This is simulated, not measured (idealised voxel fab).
process module | voxel capacitor over wiring
cross-section cut | 175 nm wide | cells 5 nm
A cross-section is a grid of square cells, given in bands from the top down. A band is one or more rows of cells.
Each band's line starts with the height of the band's top and of its bottom, in nm. Then come its materials from left to right, each with its width in nm. One material with "throughout" fills the band from edge to edge. "air" is empty space.
Height 0 is the level under which the wafer as received is all one material. The lowest band goes on downwards, as in "0 down".
A width such as "30 to 40" changes by the same amount from each row of cells to the next, from the band's top row to its bottom row.
"no change" after a step means that no cell of the cross-section changed.
closed voids: empty space of 8 cells or more with no open way to the top, each as width x height at its distance from the left edge, in nm
after a step's settings: what the simulator itself notes on the step
overlay nm, on a step with a mask: how far to the right of its planned place the mask lay; to the left if negative
plan
1 op RECEIVE | material Si
2 op CONFORMAL_DEP | material SiO2 | thk nm 15
3 op CONFORMAL_DEP | material SiCN | thk nm 5
4 op DIRECTIONAL_DEP | material SiO2 | thk nm 15
5 op PATTERN | tone open | mask id METAL_1 | material resist | width nm 25 | pitch nm 80 | thk nm 20 | overlay nm 0
6 op DIRECTIONAL_ETCH | etch materials SiO2 | depth nm 15
7 op DIRECTIONAL_ETCH | etch materials SiCN | depth nm 5
8 op STRIP | etch materials resist
9 op CONFORMAL_DEP | material TiN | thk nm 5
10 op FILL_DEP | material W | thk nm 10
11 op CMP | height nm 35
12 op CONFORMAL_DEP | material SiCN | thk nm 5
13 op DIRECTIONAL_DEP | material lowk | thk nm 20
14 op DIRECTIONAL_DEP | material aC | thk nm 15
15 op PATTERN | tone open | mask id PLUG_1 | material resist | width nm 15 | thk nm 35 | overlay nm 0
16 op DIRECTIONAL_ETCH | etch materials aC | depth nm 15
17 op STRIP | etch materials resist
18 op DIRECTIONAL_ETCH | etch materials lowk | depth nm 20
19 op DIRECTIONAL_ETCH | etch materials SiCN | depth nm 5
20 op STRIP | etch materials aC
21 op EPI | material Ru | thk nm 10
22 op EPI | material Ru | thk nm 10
23 op EPI | material Ru | thk nm 5
24 op DIRECTIONAL_DEP | material TiN | thk nm 10
25 op DIRECTIONAL_DEP | material Al2O3 | thk nm 5
26 op DIRECTIONAL_DEP | material TiN | thk nm 5
27 op PATTERN | tone cover | mask id UPPER_PLATE | material resist | width nm 60 | thk nm 20 | overlay nm 0
28 op DIRECTIONAL_ETCH | etch materials TiN | depth nm 5
29 op DIRECTIONAL_ETCH | etch materials Al2O3 | depth nm 5
30 op STRIP | etch materials resist
31 op DIRECTIONAL_DEP | material aC | thk nm 10
32 op PATTERN | tone cover | mask id LOWER_PLATE | material resist | width nm 70 | thk nm 30 | overlay nm 0
33 op DIRECTIONAL_ETCH | etch materials aC | depth nm 10
34 op STRIP | etch materials resist
35 op DIRECTIONAL_ETCH | etch materials TiN | depth nm 10
36 op STRIP | etch materials aC
37 op FILL_DEP | material SiO2 | thk nm 20
38 op CMP | height nm 95
39 op MASKED_ETCH | tone open | mask id PLUG_2 | width nm 15 | etch materials SiO2 | depth nm 15 | overlay nm 0
40 op CONFORMAL_DEP | material TiN | thk nm 5
41 op FILL_DEP | material Ru | thk nm 5
42 op CMP | height nm 95
43 op CONFORMAL_DEP | material SiCN | thk nm 5
as received, after step 1
  0 down: Si throughout
  closed voids: none
a wafer at the end: this start, this plan, one mistake
  100 to 95: SiCN throughout
  95 to 85: SiO2 55 | TiN 5 | Ru 5 | TiN 5 | SiO2 105
  85 to 75: SiO2 55 to 45 | TiN 15 to 60 | SiO2 105 to 70
  75 to 70: SiO2 45 | Al2O3 60 | SiO2 70
  70 to 60: SiO2 40 | TiN 70 | SiO2 65
  60 to 40: lowk 45 | Ru 15 | lowk 115
  40 to 35: SiCN 45 | Ru 15 | SiCN 115
  35 to 20: SiO2 45 | TiN 5 | W 15 | TiN 5 | SiO2 55 | TiN 5 | W 15 | TiN 5 | SiO2 25
  20 to 15: SiCN 45 | TiN 25 | SiCN 55 | TiN 25 | SiCN 25
  15 to 0: SiO2 throughout
  0 down: Si throughout
  closed voids: none
what went wrong: step 5 ran as: op PATTERN | tone open | mask id METAL_1 | material resist | width nm 25 | pitch nm 80 | thk nm 20 | overlay nm 10
